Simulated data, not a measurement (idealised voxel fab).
process module | voxel capacitor over wiring
cross-section cut | 190 nm wide | cells 5 nm
A cross-section is a grid of square cells, given in bands from the top down. A band is one or more rows of cells.
Each band's line starts with the height of the band's top and of its bottom, in nm. Then come its materials from left to right, each with its width in nm. One material with "throughout" fills the band from edge to edge. "air" is empty space.
Height 0 is the level under which the wafer as received is all one material. The lowest band goes on downwards, as in "0 down".
A width such as "30 to 40" changes by the same amount from each row of cells to the next, from the band's top row to its bottom row.
"no change" after a step means that no cell of the cross-section changed.
closed voids: empty space of 8 cells or more with no open way to the top, each as width x height at its distance from the left edge, in nm
after a step's settings: what the simulator itself notes on the step
overlay nm, on a step with a mask: how far to the right of its planned place the mask lay; to the left if negative
plan
1 op RECEIVE | material Si
2 op CONFORMAL_DEP | material SiO2 | thk nm 10
3 op CONFORMAL_DEP | material SiN | thk nm 5
4 op DIRECTIONAL_DEP | material SiO2 | thk nm 15
5 op MASKED_ETCH | tone open | mask id METAL_1 | width nm 30 | pitch nm 80 | etch materials SiO2 | depth nm 15 | overlay nm 0
6 op MASKED_ETCH | tone open | mask id METAL_1 | width nm 30 | pitch nm 80 | etch materials SiN | depth nm 5 | overlay nm 0
7 op CONFORMAL_DEP | material TiN | thk nm 5
8 op FILL_DEP | material Ru | thk nm 10
9 op CMP | height nm 30
10 op EPI | material Ru | thk nm 5
11 op FILL_DEP | material SiCN | thk nm 5
12 op DIRECTIONAL_DEP | material SiO2 | thk nm 10
13 op PATTERN | tone open | mask id PLUG_1 | material resist | width nm 15 | thk nm 15 | overlay nm 0
14 op DIRECTIONAL_ETCH | etch materials SiO2 | depth nm 10
15 op DIRECTIONAL_ETCH | etch materials SiCN | depth nm 5
16 op STRIP | etch materials resist
17 op CONFORMAL_DEP | material TiN | thk nm 5
18 op FILL_DEP | material Cu | thk nm 10
19 op CMP | height nm 50
20 op DIRECTIONAL_DEP | material TiN | thk nm 5
21 op DIRECTIONAL_DEP | material HfO2 | thk nm 5
22 op DIRECTIONAL_DEP | material TiN | thk nm 5
23 op DIRECTIONAL_DEP | material aC | thk nm 10
24 op PATTERN | tone cover | mask id UPPER_PLATE | material resist | width nm 55 | thk nm 25 | overlay nm 0
25 op DIRECTIONAL_ETCH | etch materials aC | depth nm 10
26 op STRIP | etch materials resist
27 op DIRECTIONAL_ETCH | etch materials TiN | depth nm 5
28 op DIRECTIONAL_ETCH | etch materials HfO2 | depth nm 5
29 op STRIP | etch materials aC
30 op PATTERN | tone cover | mask id LOWER_PLATE | material resist | width nm 65 | thk nm 15 | overlay nm 0
31 op DIRECTIONAL_ETCH | etch materials TiN | depth nm 5
32 op STRIP | etch materials resist
33 op FILL_DEP | material SiO2 | thk nm 20
34 op CMP | height nm 80
35 op MASKED_ETCH | tone open | mask id PLUG_2 | width nm 15 | etch materials SiO2 | depth nm 15 | overlay nm 0
36 op CONFORMAL_DEP | material TiN | thk nm 5
37 op FILL_DEP | material W | thk nm 5
38 op CMP | height nm 80
39 op CONFORMAL_DEP | material SiN | thk nm 5
first wafer, as planned
as received, after step 1
  0 down: Si throughout
  closed voids: none
after step 2
  10 to 0: SiO2 throughout
  below 0: unchanged
after step 3
  15 to 10: SiN throughout
  below 10: unchanged
after step 4
  30 to 15: SiO2 throughout
  below 15: unchanged
after step 5
  30 to 15: SiO2 40 | air 30 | SiO2 50 | air 30 | SiO2 40
  below 15: unchanged
after step 6
  30 to 15: SiO2 40 | air 30 | SiO2 50 | air 30 | SiO2 40
  15 to 10: SiN 40 | air 30 | SiN 50 | air 30 | SiN 40
  below 10: unchanged
after step 7
  35 to 30: TiN 45 | air 20 | TiN 60 | air 20 | TiN 45
  30 to 15: SiO2 40 | TiN 5 | air 20 | TiN 5 | SiO2 50 | TiN 5 | air 20 | TiN 5 | SiO2 40
  15 to 10: SiN 40 | TiN 30 | SiN 50 | TiN 30 | SiN 40
  below 10: unchanged
after step 8
  45 to 35: Ru throughout
  35 to 30: TiN 45 | Ru 20 | TiN 60 | Ru 20 | TiN 45
  30 to 15: SiO2 40 | TiN 5 | Ru 20 | TiN 5 | SiO2 50 | TiN 5 | Ru 20 | TiN 5 | SiO2 40
  below 15: unchanged
after step 9
  30 to 15: SiO2 40 | TiN 5 | Ru 20 | TiN 5 | SiO2 50 | TiN 5 | Ru 20 | TiN 5 | SiO2 40
  below 15: unchanged
after step 10
  35 to 30: air 35 | Ru 40 | air 40 | Ru 40 | air 35
  below 30: unchanged
after step 11
  40 to 35: SiCN throughout
  35 to 30: SiCN 35 | Ru 40 | SiCN 40 | Ru 40 | SiCN 35
  below 30: unchanged
after step 12
  50 to 40: SiO2 throughout
  below 40: unchanged
after step 13
  65 to 50: resist 55 | air 15 | resist 120
  below 50: unchanged
after step 14
  65 to 50: resist 55 | air 15 | resist 120
  50 to 40: SiO2 55 | air 15 | SiO2 120
  below 40: unchanged
after step 15
  65 to 50: resist 55 | air 15 | resist 120
  50 to 40: SiO2 55 | air 15 | SiO2 120
  40 to 35: SiCN 55 | air 15 | SiCN 120
  below 35: unchanged
after step 16
  50 to 40: SiO2 55 | air 15 | SiO2 120
  below 40: unchanged
after step 17
  55 to 50: TiN 60 | air 5 | TiN 125
  50 to 40: SiO2 55 | TiN 5 | air 5 | TiN 5 | SiO2 120
  40 to 35: SiCN 55 | TiN 15 | SiCN 120
  below 35: unchanged
after step 18
  65 to 55: Cu throughout
  55 to 50: TiN 60 | Cu 5 | TiN 125
  50 to 40: SiO2 55 | TiN 5 | Cu 5 | TiN 5 | SiO2 120
  below 40: unchanged
after step 19
  50 to 40: SiO2 55 | TiN 5 | Cu 5 | TiN 5 | SiO2 120
  below 40: unchanged
after step 20
  55 to 50: TiN throughout
  below 50: unchanged
after step 21
  60 to 55: HfO2 throughout
  below 55: unchanged
after step 22
  65 to 60: TiN throughout
  below 60: unchanged
after step 23
  75 to 65: aC throughout
  below 65: unchanged
after step 24
  100 to 75: air 55 | resist 55 | air 80
  below 75: unchanged
after step 25
  90 to 75: air 55 | resist 55 | air 80
  75 to 65: air 55 | aC 55 | air 80
  below 65: unchanged
after step 26
  75 to 65: air 55 | aC 55 | air 80
  below 65: unchanged
after step 27
  75 to 65: air 55 | aC 55 | air 80
  65 to 60: air 55 | TiN 55 | air 80
  below 60: unchanged
after step 28
  75 to 65: air 55 | aC 55 | air 80
  65 to 60: air 55 | TiN 55 | air 80
  60 to 55: air 55 | HfO2 55 | air 80
  below 55: unchanged
after step 29
  65 to 60: air 55 | TiN 55 | air 80
  below 60: unchanged
after step 30
  80 to 65: air 50 | resist 65 | air 75
  65 to 60: air 50 | resist 5 | TiN 55 | resist 5 | air 75
  60 to 55: air 50 | resist 5 | HfO2 55 | resist 5 | air 75
  below 55: unchanged
after step 31
  80 to 65: air 50 | resist 65 | air 75
  65 to 60: air 50 | resist 5 | TiN 55 | resist 5 | air 75
  60 to 55: air 50 | resist 5 | HfO2 55 | resist 5 | air 75
  55 to 50: air 50 | TiN 65 | air 75
  below 50: unchanged
after step 32
  65 to 60: air 55 | TiN 55 | air 80
  60 to 55: air 55 | HfO2 55 | air 80
  below 55: unchanged
after step 33
  85 to 65: SiO2 throughout
  65 to 60: SiO2 55 | TiN 55 | SiO2 80
  60 to 55: SiO2 55 | HfO2 55 | SiO2 80
  55 to 50: SiO2 50 | TiN 65 | SiO2 75
  below 50: unchanged
after step 34
  80 to 65: SiO2 throughout
  below 65: unchanged
after step 35
  80 to 65: SiO2 65 | air 15 | SiO2 110
  below 65: unchanged
after step 36
  85 to 80: TiN 70 | air 5 | TiN 115
  80 to 70: SiO2 65 | TiN 5 | air 5 | TiN 5 | SiO2 110
  70 to 60: SiO2 65 to 55 | TiN 15 to 55 | SiO2 110 to 80
  below 60: unchanged
after step 37
  90 to 85: W throughout
  85 to 80: TiN 70 | W 5 | TiN 115
  80 to 70: SiO2 65 | TiN 5 | W 5 | TiN 5 | SiO2 110
  below 70: unchanged
after step 38
  80 to 70: SiO2 65 | TiN 5 | W 5 | TiN 5 | SiO2 110
  below 70: unchanged
after step 39
  85 to 80: SiN throughout
  below 80: unchanged
second wafer: like start, like plan, one mistake. Through step 23 it matches the first wafer
when step 24 should have ended
  100 to 75: air 65 | resist 55 | air 70
  below 75: unchanged
when step 25 should have ended
  90 to 75: air 65 | resist 55 | air 70
  75 to 65: air 65 | aC 55 | air 70
  below 65: unchanged
when step 26 should have ended
  75 to 65: air 65 | aC 55 | air 70
  below 65: unchanged
when step 27 should have ended
  75 to 65: air 65 | aC 55 | air 70
  65 to 60: air 65 | TiN 55 | air 70
  below 60: unchanged
when step 28 should have ended
  75 to 65: air 65 | aC 55 | air 70
  65 to 60: air 65 | TiN 55 | air 70
  60 to 55: air 65 | HfO2 55 | air 70
  below 55: unchanged
when step 29 should have ended
  65 to 60: air 65 | TiN 55 | air 70
  below 60: unchanged
when step 30 should have ended
  80 to 65: air 50 | resist 65 | air 75
  65 to 60: air 50 | resist 15 | TiN 55 | air 70
  60 to 55: air 50 | resist 15 | HfO2 55 | air 70
  below 55: unchanged
when step 31 should have ended
  80 to 65: air 50 | resist 65 | air 75
  65 to 60: air 50 | resist 15 | TiN 50 | air 75
  60 to 55: air 50 | resist 15 | HfO2 55 | air 70
  55 to 50: air 50 | TiN 70 | air 70
  below 50: unchanged
when step 32 should have ended
  65 to 60: air 65 | TiN 50 | air 75
  60 to 55: air 65 | HfO2 55 | air 70
  below 55: unchanged
when step 33 should have ended
  85 to 65: SiO2 throughout
  65 to 60: SiO2 65 | TiN 50 | SiO2 75
  60 to 55: SiO2 65 | HfO2 55 | SiO2 70
  55 to 50: SiO2 50 | TiN 70 | SiO2 70
  below 50: unchanged
when step 34 should have ended
  80 to 65: SiO2 throughout
  below 65: unchanged
when step 35 should have ended
  80 to 65: SiO2 65 | air 15 | SiO2 110
  below 65: unchanged
when step 36 should have ended
  85 to 80: TiN 70 | air 5 | TiN 115
  80 to 70: SiO2 65 | TiN 5 | air 5 | TiN 5 | SiO2 110
  70 to 60: SiO2 65 | TiN 15 to 50 | SiO2 110 to 75
  below 60: unchanged
when step 37 should have ended
  90 to 85: W throughout
  85 to 80: TiN 70 | W 5 | TiN 115
  80 to 70: SiO2 65 | TiN 5 | W 5 | TiN 5 | SiO2 110
  below 70: unchanged
when step 38 should have ended
  80 to 70: SiO2 65 | TiN 5 | W 5 | TiN 5 | SiO2 110
  below 70: unchanged
when step 39 should have ended
  85 to 80: SiN throughout
  below 80: unchanged
what went wrong: step 24 ran as: op PATTERN | tone cover | mask id UPPER_PLATE | material resist | width nm 55 | thk nm 25 | overlay nm 10
at the end the second wafer has, in cells: as many of each material as the first, in other places
